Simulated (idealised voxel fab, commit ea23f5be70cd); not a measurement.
The following is a process module called voxel transistor to metal.
This is section cut - it's 190 nm across, gridded in 5 nm square cells.
Each cross-section below is a grid of square cells, stated as bands in top-down order, with one or more rows of cells making up each band.
Within each band entry, the heights of the top and of the bottom of the band appear first, in that order and in nm; the materials of the band then follow from left to right, each with its corresponding width in nm. The designation "all across" on a single material indicates that it fills the band from edge to edge; the designation "air" indicates empty space.
Heights are measured from 0, the level below which the as-received wafer is all one material; the lowest band has no bottom and continues downward, written as in "0 -> down".
So if you see something like "30 to 40" for the width, read it as the top row of the band sitting at the first number and the bottom row at the second, with every row in between moving by the same amount as the last.
"everything unchanged" means the step left every cell of the cross-section as it was.
Enclosed voids (no open way to top), threshold 8 cells or more, entry "Voids lacking openings", notation width x height at distance, distance from left edge, nm.
Anything after a step's settings on that line? It's the simulator's own note about the step.
On any step carrying a mask, the "overlay nm" setting, if present on the step's line, tells how far right of its planned place the mask lay; negative values point to the left.
The remainder of this document consists of a sequence of paired cross-sections. Each pair presents the cross-section prior to one process step together with the cross-section following it, the latter being rendered only as deep as the lowest band that underwent change. The intervening step, together with its settings, is stated beneath each pair. Because the pairs may originate from different runs of this module on the same starting wafer, a given pair is to be read as continuing from the preceding pair only where its entry headed "Before this step" so indicates.

-- Before this step
  75 -> 50  air 40 / W 25 / air 55 / W 25 / air 45
  50 -> 45  TiN all across
  45 -> 35  SiO2 45 / TiN 5 / Ru 5 / TiN 5 / SiO2 65 / TiN 5 / Ru 5 / TiN 5 / SiO2 50
  35 -> 25  SiO2 45 / TiN 5 / Ru 5 / TiN 5 / SiO2 10 / SiN 5 / SiO2 5 / SiCN 25 / SiO2 5 / SiN 5 / SiO2 10 / TiN 5 / Ru 5 / TiN 5 / SiO2 50
  25 -> 5  SiO2 45 / TiN 5 / Ru 5 / TiN 5 / SiO2 10 / SiN 5 / SiO2 5 / polySi 25 / SiO2 5 / SiN 5 / SiO2 10 / TiN 5 / Ru 5 / TiN 5 / SiO2 50
  5 -> 0  SiO2 45 / TiN 15 / SiO2 10 / SiN 5 / SiO2 5 / polySi 25 / SiO2 5 / SiN 5 / SiO2 10 / TiN 15 / SiO2 50
  0 -> -5  SiO2 35 / pSi 35 / SiO2 45 / pSi 35 / SiO2 40
  -5 -> -35  SiO2 40 / Si 105 / SiO2 45
  -35 -> down  Si all across
  Voids lacking openings: none

-- Step Outcome
  75 -> 50  air 40 / W 25 / air 55 / W 25 / air 45
  50 -> 45  air 40 / TiN 25 / air 55 / TiN 25 / air 45
  Below 45 it's all the same as before, nothing changed down there.
  Voids lacking openings: none
Q: step between the cross-sections above? A: MASKED_ETCH | tone cover | mask id METAL_1 | width nm 15 | pitch nm 80 | etch materials TiN | depth nm 5 | overlay nm 0

Before this step: check the pair just above; its after cross-section is our before state.

-- Step Outcome
  80 -> 75  air 35 / SiCN 35 / air 45 / SiCN 35 / air 40
  75 -> 50  air 35 / SiCN 5 / W 25 / SiCN 5 / air 45 / SiCN 5 / W 25 / SiCN 5 / air 40
  50 -> 45  SiCN 40 / TiN 25 / SiCN 55 / TiN 25 / SiCN 45
  Below 45 it's all the same as before, nothing changed down there.
  Voids lacking openings: none
Q: step between the cross-sections above? A: CONFORMAL_DEP | material SiCN | thk nm 5

Before this step: check the pair just above; its after cross-section is our before state.

-- Step Outcome
  85 -> 80  SiO2 all across
  80 -> 75  SiO2 35 / SiCN 35 / SiO2 45 / SiCN 35 / SiO2 40
  75 -> 50  SiO2 35 / SiCN 5 / W 25 / SiCN 5 / SiO2 45 / SiCN 5 / W 25 / SiCN 5 / SiO2 40
  Below 50 it's all the same as before, nothing changed down there.
  Voids lacking openings: none
Q: step between the cross-sections above? A: FILL_DEP | material SiO2 | thk nm 5

Before this step: check the pair just above; its after cross-section is our before state.

-- Step Outcome
  75 -> 50  SiO2 35 / SiCN 5 / W 25 / SiCN 5 / SiO2 45 / SiCN 5 / W 25 / SiCN 5 / SiO2 40
  Below 50 it's all the same as before, nothing changed down there.
  Voids lacking openings: none
Q: step between the cross-sections above? A: CMP | height nm 75

Before this step: check the pair just above; its after cross-section is our before state.

-- Step Outcome
  80 -> 75  SiN all across
  Below 75 it's all the same as before, nothing changed down there.
  Voids lacking openings: none
Q: step between the cross-sections above? A: CONFORMAL_DEP | material SiN | thk nm 5

-- Before this step
  75 -> 50  W all across
  50 -> 45  TiN all across
  45 -> 35  SiO2 45 / TiN 5 / Ru 5 / TiN 5 / SiO2 65 / TiN 5 / Ru 5 / TiN 5 / SiO2 50
  35 -> 25  SiO2 45 / TiN 5 / Ru 5 / TiN 5 / SiO2 10 / SiN 5 / SiO2 5 / SiCN 25 / SiO2 5 / SiN 5 / SiO2 10 / TiN 5 / Ru 5 / TiN 5 / SiO2 50
  25 -> 5  SiO2 45 / TiN 5 / Ru 5 / TiN 5 / SiO2 10 / SiN 5 / SiO2 5 / polySi 25 / SiO2 5 / SiN 5 / SiO2 10 / TiN 5 / Ru 5 / TiN 5 / SiO2 50
  5 -> 0  SiO2 45 / TiN 15 / SiO2 10 / SiN 5 / SiO2 5 / polySi 25 / SiO2 5 / SiN 5 / SiO2 10 / TiN 15 / SiO2 50
  0 -> -5  SiO2 35 / pSi 35 / SiO2 45 / pSi 35 / SiO2 40
  -5 -> -35  SiO2 40 / Si 105 / SiO2 45
  -35 -> down  Si all across
  Voids lacking openings: none

-- Step Outcome
  75 -> 50  air 40 / W 15 / air 65 / W 15 / air 55
  Below 50 it's all the same as before, nothing changed down there.
  Voids lacking openings: none
Q: step between the cross-sections above? A: MASKED_ETCH | tone cover | mask id METAL_1 | width nm 15 | pitch nm 80 | etch materials W | depth nm 25 | overlay nm -5

Before this step: check the pair just above; its after cross-section is our before state.

-- Step Outcome
  75 -> 50  air 40 / W 15 / air 65 / W 15 / air 55
  50 -> 45  air 40 / TiN 20 / air 60 / TiN 20 / air 50
  Below 45 it's all the same as before, nothing changed down there.
  Voids lacking openings: none
Q: step between the cross-sections above? A: MASKED_ETCH | tone cover | mask id METAL_1 | width nm 15 | pitch nm 80 | etch materials TiN | depth nm 5 | overlay nm 0

Before this step: check the pair just above; its after cross-section is our before state.

-- Step Outcome
  80 -> 75  air 35 / SiCN 25 / air 55 / SiCN 25 / air 50
  75 -> 55  air 35 / SiCN 5 / W 15 / SiCN 5 / air 55 / SiCN 5 / W 15 / SiCN 5 / air 50
  55 -> 50  air 35 / SiCN 5 / W 15 / SiCN 10 / air 50 / SiCN 5 / W 15 / SiCN 10 / air 45
  50 -> 45  SiCN 40 / TiN 20 / SiCN 60 / TiN 20 / SiCN 50
  Below 45 it's all the same as before, nothing changed down there.
  Voids lacking openings: none
Q: step between the cross-sections above? A: CONFORMAL_DEP | material SiCN | thk nm 5

Before this step: check the pair just above; its after cross-section is our before state.

-- Step Outcome
  85 -> 80  SiO2 all across
  80 -> 75  SiO2 35 / SiCN 25 / SiO2 55 / SiCN 25 / SiO2 50
  75 -> 55  SiO2 35 / SiCN 5 / W 15 / SiCN 5 / SiO2 55 / SiCN 5 / W 15 / SiCN 5 / SiO2 50
  55 -> 50  SiO2 35 / SiCN 5 / W 15 / SiCN 10 / SiO2 50 / SiCN 5 / W 15 / SiCN 10 / SiO2 45
  Below 50 it's all the same as before, nothing changed down there.
  Voids lacking openings: none
Q: step between the cross-sections above? A: FILL_DEP | material SiO2 | thk nm 5

Before this step: check the pair just above; its after cross-section is our before state.

-- Step Outcome
  75 -> 55  SiO2 35 / SiCN 5 / W 15 / SiCN 5 / SiO2 55 / SiCN 5 / W 15 / SiCN 5 / SiO2 50
  Below 55 it's all the same as before, nothing changed down there.
  Voids lacking openings: none
Q: step between the cross-sections above? A: CMP | height nm 75

Before this step: check the pair just above; its after cross-section is our before state.

-- Step Outcome
  80 -> 75  SiN all across
  Below 75 it's all the same as before, nothing changed down there.
  Voids lacking openings: none
Q: step between the cross-sections above? A: CONFORMAL_DEP | material SiN | thk nm 5

-- Before this step
  50 -> 45  TiN 50 / air 5 / TiN 75 / air 5 / TiN 55
  45 -> 35  SiO2 45 / TiN 5 / air 5 / TiN 5 / SiO2 65 / TiN 5 / air 5 / TiN 5 / SiO2 50
  35 -> 25  SiO2 45 / TiN 5 / air 5 / TiN 5 / SiO2 10 / SiN 5 / SiO2 5 / SiCN 25 / SiO2 5 / SiN 5 / SiO2 10 / TiN 5 / air 5 / TiN 5 / SiO2 50
  25 -> 5  SiO2 45 / TiN 5 / air 5 / TiN 5 / SiO2 10 / SiN 5 / SiO2 5 / polySi 25 / SiO2 5 / SiN 5 / SiO2 10 / TiN 5 / air 5 / TiN 5 / SiO2 50
  5 -> 0  SiO2 45 / TiN 15 / SiO2 10 / SiN 5 / SiO2 5 / polySi 25 / SiO2 5 / SiN 5 / SiO2 10 / TiN 15 / SiO2 50
  0 -> -5  SiO2 35 / pSi 35 / SiO2 45 / pSi 35 / SiO2 40
  -5 -> -35  SiO2 40 / Si 105 / SiO2 45
  -35 -> down  Si all across
  Voids lacking openings: none

-- Step Outcome
  55 -> 50  SiCN all across
  50 -> 45  TiN 50 / SiCN 5 / TiN 75 / SiCN 5 / TiN 55
  45 -> 35  SiO2 45 / TiN 5 / SiCN 5 / TiN 5 / SiO2 65 / TiN 5 / SiCN 5 / TiN 5 / SiO2 50
  35 -> 25  SiO2 45 / TiN 5 / SiCN 5 / TiN 5 / SiO2 10 / SiN 5 / SiO2 5 / SiCN 25 / SiO2 5 / SiN 5 / SiO2 10 / TiN 5 / SiCN 5 / TiN 5 / SiO2 50
  25 -> 5  SiO2 45 / TiN 5 / SiCN 5 / TiN 5 / SiO2 10 / SiN 5 / SiO2 5 / polySi 25 / SiO2 5 / SiN 5 / SiO2 10 / TiN 5 / SiCN 5 / TiN 5 / SiO2 50
  Below 5 it's all the same as before, nothing changed down there.
  Voids lacking openings: none
Q: step between the cross-sections above? A: FILL_DEP | material SiCN | thk nm 5

Before this step: check the pair just above; its after cross-section is our before state.

-- Step Outcome
  45 -> 35  SiO2 45 / TiN 5 / SiCN 5 / TiN 5 / SiO2 65 / TiN 5 / SiCN 5 / TiN 5 / SiO2 50
  Below 35 it's all the same as before, nothing changed down there.
  Voids lacking openings: none
Q: step between the cross-sections above? A: CMP | height nm 45

Before this step: check the pair just above; its after cross-section is our before state.

-- Step Outcome
  50 -> 45  TiN all across
  Below 45 it's all the same as before, nothing changed down there.
  Voids lacking openings: none
Q: step between the cross-sections above? A: DIRECTIONAL_DEP | material TiN | thk nm 5

Before this step: check the pair just above; its after cross-section is our before state.

-- Step Outcome
  75 -> 50  W all across
  Below 50 it's all the same as before, nothing changed down there.
  Voids lacking openings: none
Q: step between the cross-sections above? A: DIRECTIONAL_DEP | material W | thk nm 25

Before this step: check the pair just above; its after cross-section is our before state.

-- Step Outcome
  75 -> 50  air 45 / W 15 / air 65 / W 15 / air 50
  Below 50 it's all the same as before, nothing changed down there.
  Voids lacking openings: none
Q: step between the cross-sections above? A: MASKED_ETCH | tone cover | mask id METAL_1 | width nm 15 | pitch nm 80 | etch materials W | depth nm 25 | overlay nm 0

Before this step: check the pair just above; its after cross-section is our before state.

-- Step Outcome
  75 -> 50  air 45 / W 15 / air 65 / W 15 / air 50
  50 -> 45  air 45 / TiN 15 / air 65 / TiN 15 / air 50
  Below 45 it's all the same as before, nothing changed down there.
  Voids lacking openings: none
Q: step between the cross-sections above? A: MASKED_ETCH | tone cover | mask id METAL_1 | width nm 15 | pitch nm 80 | etch materials TiN | depth nm 5 | overlay nm 0

Before this step: check the pair just above; its after cross-section is our before state.

-- Step Outcome
  80 -> 75  air 40 / SiCN 25 / air 55 / SiCN 25 / air 45
  75 -> 50  air 40 / SiCN 5 / W 15 / SiCN 5 / air 55 / SiCN 5 / W 15 / SiCN 5 / air 45
  50 -> 45  SiCN 45 / TiN 15 / SiCN 65 / TiN 15 / SiCN 50
  Below 45 it's all the same as before, nothing changed down there.
  Voids lacking openings: none
Q: step between the cross-sections above? A: CONFORMAL_DEP | material SiCN | thk nm 5

Before this step: check the pair just above; its after cross-section is our before state.

-- Step Outcome
  85 -> 80  SiO2 all across
  80 -> 75  SiO2 40 / SiCN 25 / SiO2 55 / SiCN 25 / SiO2 45
  75 -> 50  SiO2 40 / SiCN 5 / W 15 / SiCN 5 / SiO2 55 / SiCN 5 / W 15 / SiCN 5 / SiO2 45
  Below 50 it's all the same as before, nothing changed down there.
  Voids lacking openings: none
Q: step between the cross-sections above? A: FILL_DEP | material SiO2 | thk nm 5

Before this step: check the pair just above; its after cross-section is our before state.

-- Step Outcome
  75 -> 50  SiO2 40 / SiCN 5 / W 15 / SiCN 5 / SiO2 55 / SiCN 5 / W 15 / SiCN 5 / SiO2 45
  Below 50 it's all the same as before, nothing changed down there.
  Voids lacking openings: none
Q: step between the cross-sections above? A: CMP | height nm 75

Before this step: check the pair just above; its after cross-section is our before state.

-- Step Outcome
  80 -> 75  SiN all across
  Below 75 it's all the same as before, nothing changed down there.
  Voids lacking openings: none
Q: step between the cross-sections above? A: CONFORMAL_DEP | material SiN | thk nm 5

-- Before this step
  75 -> 50  W all across
  50 -> 45  TiN all across
  45 -> 35  SiO2 45 / TiN 5 / Ru 5 / TiN 5 / SiO2 65 / TiN 5 / Ru 5 / TiN 5 / SiO2 50
  35 -> 25  SiO2 45 / TiN 5 / Ru 5 / TiN 5 / SiO2 10 / SiN 5 / SiO2 5 / SiCN 25 / SiO2 5 / SiN 5 / SiO2 10 / TiN 5 / Ru 5 / TiN 5 / SiO2 50
  25 -> 5  SiO2 45 / TiN 5 / Ru 5 / TiN 5 / SiO2 10 / SiN 5 / SiO2 5 / polySi 25 / SiO2 5 / SiN 5 / SiO2 10 / TiN 5 / Ru 5 / TiN 5 / SiO2 50
  5 -> 0  SiO2 45 / TiN 15 / SiO2 10 / SiN 5 / SiO2 5 / polySi 25 / SiO2 5 / SiN 5 / SiO2 10 / TiN 15 / SiO2 50
  0 -> -5  SiO2 35 / pSi 35 / SiO2 45 / pSi 35 / SiO2 40
  -5 -> -35  SiO2 40 / Si 105 / SiO2 45
  -35 -> down  Si all across
  Voids lacking openings: none

-- Step Outcome
  75 -> 50  W 45 / air 15 / W 65 / air 15 / W 50
  Below 50 it's all the same as before, nothing changed down there.
  Voids lacking openings: none
Q: step between the cross-sections above? A: MASKED_ETCH | tone open | mask id METAL_1 | width nm 15 | pitch nm 80 | etch materials W | depth nm 25 | overlay nm 0

Before this step: check the pair just above; its after cross-section is our before state.

-- Step Outcome
  80 -> 75  SiCN 50 / air 5 / SiCN 75 / air 5 / SiCN 55
  75 -> 55  W 45 / SiCN 5 / air 5 / SiCN 5 / W 65 / SiCN 5 / air 5 / SiCN 5 / W 50
  55 -> 50  W 45 / SiCN 15 / W 65 / SiCN 15 / W 50
  Below 50 it's all the same as before, nothing changed down there.
  Voids lacking openings: none
Q: step between the cross-sections above? A: CONFORMAL_DEP | material SiCN | thk nm 5

Before this step: check the pair just above; its after cross-section is our before state.

-- Step Outcome
  85 -> 80  SiO2 all across
  80 -> 75  SiCN 50 / SiO2 5 / SiCN 75 / SiO2 5 / SiCN 55
  75 -> 55  W 45 / SiCN 5 / SiO2 5 / SiCN 5 / W 65 / SiCN 5 / SiO2 5 / SiCN 5 / W 50
  Below 55 it's all the same as before, nothing changed down there.
  Voids lacking openings: none
Q: step between the cross-sections above? A: FILL_DEP | material SiO2 | thk nm 5

Before this step: check the pair just above; its after cross-section is our before state.

-- Step Outcome
  75 -> 55  W 45 / SiCN 5 / SiO2 5 / SiCN 5 / W 65 / SiCN 5 / SiO2 5 / SiCN 5 / W 50
  Below 55 it's all the same as before, nothing changed down there.
  Voids lacking openings: none
Q: step between the cross-sections above? A: CMP | height nm 75

Before this step: check the pair just above; its after cross-section is our before state.

-- Step Outcome
  80 -> 75  SiN all across
  Below 75 it's all the same as before, nothing changed down there.
  Voids lacking openings: none
Q: step between the cross-sections above? A: CONFORMAL_DEP | material SiN | thk nm 5
